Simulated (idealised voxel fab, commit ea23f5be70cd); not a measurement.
Process module under the name voxel tone inversion
FYI the section here is cut, 210 nm wide, cells are 5 nm squares.
For the purposes of this document, a cross-section shall be understood as a grid of square cells, specified as bands listed in top-to-bottom order, each band consisting of one or more rows of cells. In this notation a band is specified by the heights of its top and bottom, in that order and in nm, after which its materials appear from left to right, each paired with its width in nm. The word "edge to edge" attached to a single material means that material fills the band from edge to edge; the word "air" stands for empty space. Heights are measured from 0, the level below which the as-received wafer is all one material; the lowest band has no bottom and continues downward, written as in "0 and below". It should be noted that a width expressed as "30 to 40" varies in equal increments from row to row of cells within the band, taking the value of the first number at the top row and that of the second number at the bottom row. Reading "stayed the same" for a step: not a cell of the cross-section changed in it. Entry "Closed voids list" = empty spaces >= 8 cells with no open way to the top; each as width x height at distance, distance from left edge, all nm. Past the settings on a step's line: simulator remark, on that step. overlay nm: where the mask lay relative to plan, measured to the right, on steps with a mask; negatives go left.
Set out below are the planned steps of the process:
1. RECEIVE | material Si
2. CONFORMAL_DEP | material SiCN | thk nm 10
3. DIRECTIONAL_DEP | material aC | thk nm 15
4. PATTERN | tone cover | mask id POSTS | material resist | width nm 15 | pitch nm 30 | thk nm 25 | overlay nm 0
5. DIRECTIONAL_ETCH | etch materials aC | depth nm 15
6. STRIP | etch materials resist
7. FILL_DEP | material lowk | thk nm 10
8. CMP | height nm 25
9. STRIP | etch materials aC
Incoming wafer, cross-sectional view, post step 1:
0 and below | Si edge to edge
Closed voids list: none
First wafer at the end, as planned:
25 down to 10 | lowk 80 nm | air 15 nm | lowk 15 nm | air 15 nm | lowk 85 nm
10 down to 0 | SiCN edge to edge
0 and below | Si edge to edge
Closed voids list: none
The second wafer, shown in cross-section after the module: started the same way as the first and given the same plan, yet one mistake crept into how it was run:
25 down to 15 | lowk edge to edge
15 down to 10 | lowk 80 nm | aC 15 nm | lowk 15 nm | aC 15 nm | lowk 85 nm
10 down to 0 | SiCN edge to edge
0 and below | Si edge to edge
Closed voids list: none
Here's what went sideways: step 3: run off-plan, actual operation and settings DIRECTIONAL_DEP | material aC | thk nm 5
Cell-count delta at end, second wafer over first, by material: +6 aC | +12 lowk
